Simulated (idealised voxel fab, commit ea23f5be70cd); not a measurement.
Documented hereafter: the process module known as voxel air gaps.
Displayed cross-section: cut, width of 245 nm, square cells sized 5 nm.
Throughout this document, each cross-section is represented as a grid of square cells and is presented as a sequence of bands enumerated from the top downward, where a band comprises one or more rows of cells.
Within each band entry, the heights of the top and of the bottom of the band appear first, in that order and in nm; the materials of the band then follow from left to right, each with its corresponding width in nm. The designation "all across" on a single material indicates that it fills the band from edge to edge; the designation "empty" indicates empty space.
Basically, 0 is our baseline, since under it the wafer straight out of the box is all one material. The bottom band has no lower end and keeps on going down, so it looks like "z 0 and below".
Top row gets the first number, bottom row gets the second, and each row in between changes by the same step: that is how a band width like "30 to 40" works.
Step marked "changes: none"? Then no cell in the cross-section changed in it.
The entry titled "Voids, sealed" provides the empty spaces that have no open way to the top, restricted to those of 8 cells or more. Each is presented as width x height at distance, the distance being measured from the left edge, with all three in nm.
On each step's line, the part that comes after the settings is the simulator's own comment on the step.
overlay nm: where the mask lay relative to plan, measured to the right, on steps with a mask; negatives go left.
# The steps planned for the process are as follows
1,RECEIVE [material Si]
2,CONFORMAL_DEP [material SiO2] [thk nm 15]
3,CONFORMAL_DEP [material SiCN] [thk nm 5]
4,DIRECTIONAL_DEP [material lowk] [thk nm 35]
5,PATTERN [tone open] [mask id LINES] [material resist] [width nm 25] [pitch nm 55] [thk nm 20] [overlay nm 0]
6,DIRECTIONAL_ETCH [etch materials lowk] [depth nm 35]
7,STRIP [etch materials resist]
8,CONFORMAL_DEP [material TiN] [thk nm 5]
9,FILL_DEP [material W] [thk nm 5]
10,CMP [height nm 55]
11,EPI [material Ru] [thk nm 10]
12,SELECTIVE_ETCH [etch materials lowk] [depth nm 45]
13,CONFORMAL_DEP [material SiCN] [thk nm 5]
# As-received wafer cross-section (after step 1)
- z 0 and below = Si all across
- Voids, sealed: none
# Cross-section, first of two wafers, end of module, run as planned
- z 70 to 65 = empty (40) | SiCN (165) | empty (40)
- z 65 to 55 = empty (40) | SiCN (5) | Ru (45) | SiCN (10) | Ru (45) | SiCN (10) | Ru (45) | SiCN (5) | empty (40)
- z 55 to 50 = empty (40) | SiCN (15) | TiN (5) | W (15) | TiN (5) | SiCN (30) | TiN (5) | W (15) | TiN (5) | SiCN (30) | TiN (5) | W (15) | TiN (5) | SiCN (15) | empty (40)
- z 50 to 25 = empty (50) | SiCN (5) | TiN (5) | W (15) | TiN (5) | SiCN (5) | empty (20) | SiCN (5) | TiN (5) | W (15) | TiN (5) | SiCN (5) | empty (20) | SiCN (5) | TiN (5) | W (15) | TiN (5) | SiCN (5) | empty (50)
- z 25 to 20 = SiCN (55) | TiN (25) | SiCN (30) | TiN (25) | SiCN (30) | TiN (25) | SiCN (55)
- z 20 to 15 = SiCN all across
- z 15 to 0 = SiO2 all across
- z 0 and below = Si all across
- Voids, sealed: 20 x 25 at 85; 20 x 25 at 140
# Wafer two, sectioned after the module: the first wafer's start, the first wafer's plan, and one mistake in how it was run
- z 70 to 65 = SiCN all across
- z 65 to 55 = Ru all across
- z 55 to 50 = TiN (60) | W (15) | TiN (40) | W (15) | TiN (40) | W (15) | TiN (60)
- z 50 to 20 = lowk (55) | TiN (5) | W (15) | TiN (5) | lowk (30) | TiN (5) | W (15) | TiN (5) | lowk (30) | TiN (5) | W (15) | TiN (5) | lowk (55)
- z 20 to 15 = lowk (55) | TiN (25) | lowk (30) | TiN (25) | lowk (30) | TiN (25) | lowk (55)
- z 15 to 0 = SiO2 all across
- z 0 and below = Si all across
- Voids, sealed: none
The mistake made against the process plan was this: step 3 of the plan did not run at all; it was left out
Bottom line after processing is that, in cells, the second wafer is up or down on some materials versus the first: 44 more of Ru | 127 fewer of SiCN | 40 more of TiN | 9 more of W | 238 more of lowk
Final observation: first wafer, 2 closed voids; second wafer, 0 closed voids.
